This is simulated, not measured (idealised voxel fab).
Presented below is a process module, voxel local oxidation.
The cross-section shown here is cut; it is 175 nm wide and divided into square cells measuring 5 nm on a side.
Cross-section, as written here: a square-cell grid given band by band from the top down, where a band holds one or more rows of cells. Top height, bottom height, nm. Materials left to right, width each, nm. Single material + "all across" = fills band edge to edge. "blank" = empty. A quick word on heights: they are counted from 0, and under that level the wafer as it came to us is one material throughout. The lowest band is different from the rest in having no bottom; it simply continues downward, written as in "0..down". The expression "30 to 40" gives the width at the extremes of the band, the first number at its top row of cells and the second at its bottom row, with the width changing by equal amounts from each row to the next in between. Reading "no change" for a step: not a cell of the cross-section changed in it. Closed-off voids of 8+ cells (no open route to the top) go in "Closed internal cavities", written width x height at distance from the left edge, in nm. Past the settings on a step's line: simulator remark, on that step. The "overlay nm" setting may appear on a step's line; for a step that uses a mask, it gives how far to the right of its planned position the mask lay, and a negative value indicates the left.

## Set out below are the planned steps of the process
1) op RECEIVE | material Si
2) op OXIDIZE | depth nm 5
3) op CONFORMAL_DEP | material SiN | thk nm 10
4) op PATTERN | tone cover | mask id ACTIVE | material resist | width nm 130 | thk nm 15 | overlay nm 0
5) op DIRECTIONAL_ETCH | etch materials SiN | depth nm 10
6) op STRIP | etch materials resist
7) op SELECTIVE_ETCH | etch materials SiO2 | depth nm 5
8) op OXIDIZE | depth nm 10
9) op STRIP | etch materials SiN

## First of the two wafers, run per plan

## Cross-section of the wafer at receipt, which is the condition after step 1
0..down | Si all across
Closed internal cavities: none

## You're looking at a cross-section of the wafer after step 2
0..-5 | SiO2 all across
Unchanged below -5.

## You're looking at a cross-section of the wafer after step 3
10..0 | SiN all across
Unchanged below 0.

## You're looking at a cross-section of the wafer after step 4
25..10 | blank (20), then resist (130), then blank (25)
Unchanged below 10.

## You're looking at a cross-section of the wafer after step 5
25..10 | blank (20), then resist (130), then blank (25)
10..0 | blank (20), then SiN (130), then blank (25)
Unchanged below 0.

## You're looking at a cross-section of the wafer after step 6
10..0 | blank (20), then SiN (130), then blank (25)
Unchanged below 0.

## You're looking at a cross-section of the wafer after step 7
10..0 | blank (20), then SiN (130), then blank (25)
0..-5 | blank (25), then SiO2 (120), then blank (30)
Unchanged below -5.

## You're looking at a cross-section of the wafer after step 8
10..0 | blank (20), then SiN (130), then blank (25)
0..-5 | blank (25), then SiO2 (120), then blank (30)
-5..-15 | SiO2 (35), then Si (100), then SiO2 (40)
Unchanged below -15.

## You're looking at a cross-section of the wafer after step 9
0..-5 | blank (25), then SiO2 (120), then blank (30)
Unchanged below -5.

## Wafer two of two - same starting point, same process plan, one mistake in execution; matches wafer one up to and including step 1

## Cross-section of the second wafer corresponding to the planned conclusion of step 2
0..-15 | SiO2 all across
Unchanged below -15.

## Cross-section of the second wafer corresponding to the planned conclusion of step 3
10..0 | SiN all across
Unchanged below 0.

## Cross-section of the second wafer corresponding to the planned conclusion of step 4
25..10 | blank (20), then resist (130), then blank (25)
Unchanged below 10.

## Cross-section of the second wafer corresponding to the planned conclusion of step 5
25..10 | blank (20), then resist (130), then blank (25)
10..0 | blank (20), then SiN (130), then blank (25)
Unchanged below 0.

## Cross-section of the second wafer corresponding to the planned conclusion of step 6
10..0 | blank (20), then SiN (130), then blank (25)
Unchanged below 0.

## Cross-section of the second wafer corresponding to the planned conclusion of step 7
10..0 | blank (20), then SiN (130), then blank (25)
0..-5 | blank (25), then SiO2 (120), then blank (30)
Unchanged below -5.

Cross-section of the second wafer corresponding to the planned conclusion of step 8: no change

## Cross-section of the second wafer corresponding to the planned conclusion of step 9
0..-5 | blank (25), then SiO2 (120), then blank (30)
Unchanged below -5.
In executing the process, a mistake was made relative to the plan: it should be noted that step 2 was executed with settings other than those planned, the operation and settings actually applied being op OXIDIZE | depth nm 15
Final cells, second wafer relative to first, materials higher or lower: Si -40; SiO2 +40
